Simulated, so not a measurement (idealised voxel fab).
The document below concerns the process module designated voxel tone inversion.
Xsec cut, 265 nm wide, square cell size 5 nm.
The cross-sections in this document take the form of a grid made of square cells. They are written out as bands, in order from top to bottom. Each band consists of one or more rows of cells.
For a band, the entry starts with two heights in nm, that of the top and then that of the bottom, and carries on with the band's materials in order from left to right, each alongside its width in nm; the word "everywhere" beside a single material means it fills the band edge to edge, and "blank" means empty space.
We count height from 0. Below that, the starting wafer is all one material. The lowest band never ends at the bottom but goes on down; see "from 0 down" for how that is written.
Think of "30->40" as a width that walks from the first number to the second as you go down the band, top row to bottom row, taking equal-sized steps from row to row.
You'll sometimes find "changes: none" written for a step, and that's the way of saying that nowhere in the cross-section did a cell change during that step.
So "Unvented internal voids" is basically the list of trapped voids: any empty space of 8 cells or more that can't reach the top through an opening. They're written width x height at distance, the distance being from the left edge, and it's all nm.
Read whatever lies past the settings on a step's line as the simulator's own remark about the step.
What "overlay nm" on a step's line means: if the step has a mask, that mask lay this far to the right of its planned place, or, when the value is negative, to the left.

The steps planned for the process are as follows
1 RECEIVE,material Si
2 CONFORMAL_DEP,material SiCN,thk nm 5
3 DIRECTIONAL_DEP,material aC,thk nm 20
4 PATTERN,tone cover,mask id POSTS,material resist,width nm 20,pitch nm 45,thk nm 25,overlay nm 0
5 DIRECTIONAL_ETCH,etch materials aC,depth nm 20
6 STRIP,etch materials resist
7 FILL_DEP,material lowk,thk nm 5
8 CMP,height nm 25
9 STRIP,etch materials aC
10 CONFORMAL_DEP,material TiN,thk nm 5
11 FILL_DEP,material Ru,thk nm 5
12 CMP,height nm 25
13 CONFORMAL_DEP,material SiCN,thk nm 5

First wafer of two (run as planned)

Cross-section: wafer on arrival = after step 1
    from 0 down = Si everywhere
    Unvented internal voids: none

Step 2 done - wafer cross-section
    from 5 to 0 = SiCN everywhere
    Below 0, no change.

Step 3 done - wafer cross-section
    from 25 to 5 = aC everywhere
    Below 5, no change.

Step 4 done - wafer cross-section
    from 50 to 25 = blank 75 nm  resist 20 nm  blank 25 nm  resist 20 nm  blank 25 nm  resist 20 nm  blank 80 nm
    Below 25, no change.

Step 5 done - wafer cross-section
    from 30 to 25 = blank 75 nm  resist 20 nm  blank 25 nm  resist 20 nm  blank 25 nm  resist 20 nm  blank 80 nm
    from 25 to 5 = blank 75 nm  aC 20 nm  blank 25 nm  aC 20 nm  blank 25 nm  aC 20 nm  blank 80 nm
    Below 5, no change.

Step 6 done - wafer cross-section
    from 25 to 5 = blank 75 nm  aC 20 nm  blank 25 nm  aC 20 nm  blank 25 nm  aC 20 nm  blank 80 nm
    Below 5, no change.

Step 7 done - wafer cross-section
    from 30 to 25 = lowk everywhere
    from 25 to 5 = lowk 75 nm  aC 20 nm  lowk 25 nm  aC 20 nm  lowk 25 nm  aC 20 nm  lowk 80 nm
    Below 5, no change.

Step 8 done - wafer cross-section
    from 25 to 5 = lowk 75 nm  aC 20 nm  lowk 25 nm  aC 20 nm  lowk 25 nm  aC 20 nm  lowk 80 nm
    Below 5, no change.

Step 9 done - wafer cross-section
    from 25 to 5 = lowk 75 nm  blank 20 nm  lowk 25 nm  blank 20 nm  lowk 25 nm  blank 20 nm  lowk 80 nm
    Below 5, no change.

Step 10 done - wafer cross-section
    from 30 to 25 = TiN 80 nm  blank 10 nm  TiN 35 nm  blank 10 nm  TiN 35 nm  blank 10 nm  TiN 85 nm
    from 25 to 10 = lowk 75 nm  TiN 5 nm  blank 10 nm  TiN 5 nm  lowk 25 nm  TiN 5 nm  blank 10 nm  TiN 5 nm  lowk 25 nm  TiN 5 nm  blank 10 nm  TiN 5 nm  lowk 80 nm
    from 10 to 5 = lowk 75 nm  TiN 20 nm  lowk 25 nm  TiN 20 nm  lowk 25 nm  TiN 20 nm  lowk 80 nm
    Below 5, no change.

Step 11 done - wafer cross-section
    from 35 to 30 = Ru everywhere
    from 30 to 25 = TiN 80 nm  Ru 10 nm  TiN 35 nm  Ru 10 nm  TiN 35 nm  Ru 10 nm  TiN 85 nm
    from 25 to 10 = lowk 75 nm  TiN 5 nm  Ru 10 nm  TiN 5 nm  lowk 25 nm  TiN 5 nm  Ru 10 nm  TiN 5 nm  lowk 25 nm  TiN 5 nm  Ru 10 nm  TiN 5 nm  lowk 80 nm
    Below 10, no change.

Step 12 done - wafer cross-section
    from 25 to 10 = lowk 75 nm  TiN 5 nm  Ru 10 nm  TiN 5 nm  lowk 25 nm  TiN 5 nm  Ru 10 nm  TiN 5 nm  lowk 25 nm  TiN 5 nm  Ru 10 nm  TiN 5 nm  lowk 80 nm
    Below 10, no change.

Step 13 done - wafer cross-section
    from 30 to 25 = SiCN everywhere
    Below 25, no change.

Wafer two. Same start, same plan, one slip in execution. Same as wafer one through step 5, inclusive

Cross-section of the second wafer when, according to plan, step 6 should have finished
    from 25 to 5 = blank 75 nm  aC 20 nm  blank 25 nm  aC 20 nm  blank 25 nm  aC 20 nm  blank 80 nm
    Below 5, no change.

Cross-section of the second wafer when, according to plan, step 7 should have finished
    from 30 to 25 = lowk everywhere
    from 25 to 5 = lowk 75 nm  aC 20 nm  lowk 25 nm  aC 20 nm  lowk 25 nm  aC 20 nm  lowk 80 nm
    Below 5, no change.

Cross-section of the second wafer when, according to plan, step 8 should have finished
    from 25 to 5 = lowk 75 nm  aC 20 nm  lowk 25 nm  aC 20 nm  lowk 25 nm  aC 20 nm  lowk 80 nm
    Below 5, no change.

Cross-section of the second wafer when, according to plan, step 9 should have finished
    from 25 to 5 = lowk 75 nm  blank 20 nm  lowk 25 nm  blank 20 nm  lowk 25 nm  blank 20 nm  lowk 80 nm
    Below 5, no change.

Cross-section of the second wafer when, according to plan, step 10 should have finished
    from 30 to 25 = TiN 80 nm  blank 10 nm  TiN 35 nm  blank 10 nm  TiN 35 nm  blank 10 nm  TiN 85 nm
    from 25 to 10 = lowk 75 nm  TiN 5 nm  blank 10 nm  TiN 5 nm  lowk 25 nm  TiN 5 nm  blank 10 nm  TiN 5 nm  lowk 25 nm  TiN 5 nm  blank 10 nm  TiN 5 nm  lowk 80 nm
    from 10 to 5 = lowk 75 nm  TiN 20 nm  lowk 25 nm  TiN 20 nm  lowk 25 nm  TiN 20 nm  lowk 80 nm
    Below 5, no change.

Cross-section of the second wafer when, according to plan, step 11 should have finished
    from 35 to 30 = Ru everywhere
    from 30 to 25 = TiN 80 nm  Ru 10 nm  TiN 35 nm  Ru 10 nm  TiN 35 nm  Ru 10 nm  TiN 85 nm
    from 25 to 10 = lowk 75 nm  TiN 5 nm  Ru 10 nm  TiN 5 nm  lowk 25 nm  TiN 5 nm  Ru 10 nm  TiN 5 nm  lowk 25 nm  TiN 5 nm  Ru 10 nm  TiN 5 nm  lowk 80 nm
    Below 10, no change.

Cross-section of the second wafer when, according to plan, step 12 should have finished
    from 25 to 10 = lowk 75 nm  TiN 5 nm  Ru 10 nm  TiN 5 nm  lowk 25 nm  TiN 5 nm  Ru 10 nm  TiN 5 nm  lowk 25 nm  TiN 5 nm  Ru 10 nm  TiN 5 nm  lowk 80 nm
    Below 10, no change.

Cross-section of the second wafer when, according to plan, step 13 should have finished
    from 30 to 25 = SiCN everywhere
    Below 25, no change.
Want to know what went wrong? yeah, plan step 6 got run twice
Result: same final cross-section on the two wafers, so no effect from the mistake in this model.
